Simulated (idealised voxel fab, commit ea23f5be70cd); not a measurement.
The process module that follows is named voxel local oxidation.
FYI the section here is cut, 270 nm wide, cells are 5 nm squares.
In this document a cross-section is written as a grid of square cells. It is given as a series of bands, listed from the top down, and a band is one or more rows of cells.
A band entry consists of two parts. The first gives the height of the band's top and the height of its bottom, in nm. The rest lists the band's materials from left to right, each with its width in nm. A single material labelled with the word "all across" fills the band from edge to edge, and the word "empty" marks empty space.
Below 0: as-received wafer, all one material; heights counted from there. Lowest band: no bottom, goes on down, written "z 0 and below".
The expression "30 to 40" gives the width at the extremes of the band, the first number at its top row of cells and the second at its bottom row, with the width changing by equal amounts from each row to the next in between.
Step marked "nothing was modified"? Then no cell in the cross-section changed in it.
Enclosed voids (no open way to top), threshold 8 cells or more, entry "Trapped voids", notation width x height at distance, distance from left edge, nm.
The remark found on a step's line after its settings is issued by the simulator itself and pertains to that step.
overlay nm: for a step with a mask, the amount by which the mask lay right of where it was planned; a negative amount means left of it.

Here's what the planned process steps look like:
- 1: op RECEIVE | material Si
- 2: op OXIDIZE | depth nm 5
- 3: op CONFORMAL_DEP | material SiN | thk nm 10
- 4: op PATTERN | tone cover | mask id ACTIVE | material resist | width nm 125 | thk nm 20 | overlay nm 0
- 5: op DIRECTIONAL_ETCH | etch materials SiN | depth nm 10
- 6: op STRIP | etch materials resist
- 7: op SELECTIVE_ETCH | etch materials SiO2 | depth nm 5
- 8: op OXIDIZE | depth nm 15
- 9: op STRIP | etch materials SiN

The first wafer of two, processed as planned:

Incoming wafer, cross-sectional view, post step 1:
* z 0 and below = Si all across
* Trapped voids: none

Cross-sectional representation of the wafer at the conclusion of step 2:
* z 0 to -5 = SiO2 all across
* Unchanged below -5.

Cross-sectional representation of the wafer at the conclusion of step 3:
* z 10 to 0 = SiN all across
* Unchanged below 0.

Cross-sectional representation of the wafer at the conclusion of step 4:
* z 30 to 10 = 70 empty; 125 resist; 75 empty
* Unchanged below 10.

Cross-sectional representation of the wafer at the conclusion of step 5:
* z 30 to 10 = 70 empty; 125 resist; 75 empty
* z 10 to 0 = 70 empty; 125 SiN; 75 empty
* Unchanged below 0.

Cross-sectional representation of the wafer at the conclusion of step 6:
* z 10 to 0 = 70 empty; 125 SiN; 75 empty
* Unchanged below 0.

Cross-sectional representation of the wafer at the conclusion of step 7:
* z 10 to 0 = 70 empty; 125 SiN; 75 empty
* z 0 to -5 = 75 empty; 115 SiO2; 80 empty
* Unchanged below -5.

Cross-sectional representation of the wafer at the conclusion of step 8:
* z 10 to 0 = 70 empty; 125 SiN; 75 empty
* z 0 to -5 = 75 empty; 115 SiO2; 80 empty
* z -5 to -20 = 90 SiO2; 85 Si; 95 SiO2
* Unchanged below -20.

Cross-sectional representation of the wafer at the conclusion of step 9:
* z 0 to -5 = 75 empty; 115 SiO2; 80 empty
* Unchanged below -5.

For the second wafer, take the first wafer's start and plan, then add one mistake made in running it; everything through step 8, that step included, is shared with the first:

At the planned end of step 9, the second wafer in cross-section: nothing was modified
Deviation noted in wafer processing: step 9 was dropped from the plan's execution and never run
Wafer comparison, final, in cells, second relative to first, materials more or fewer: 50 more of SiN
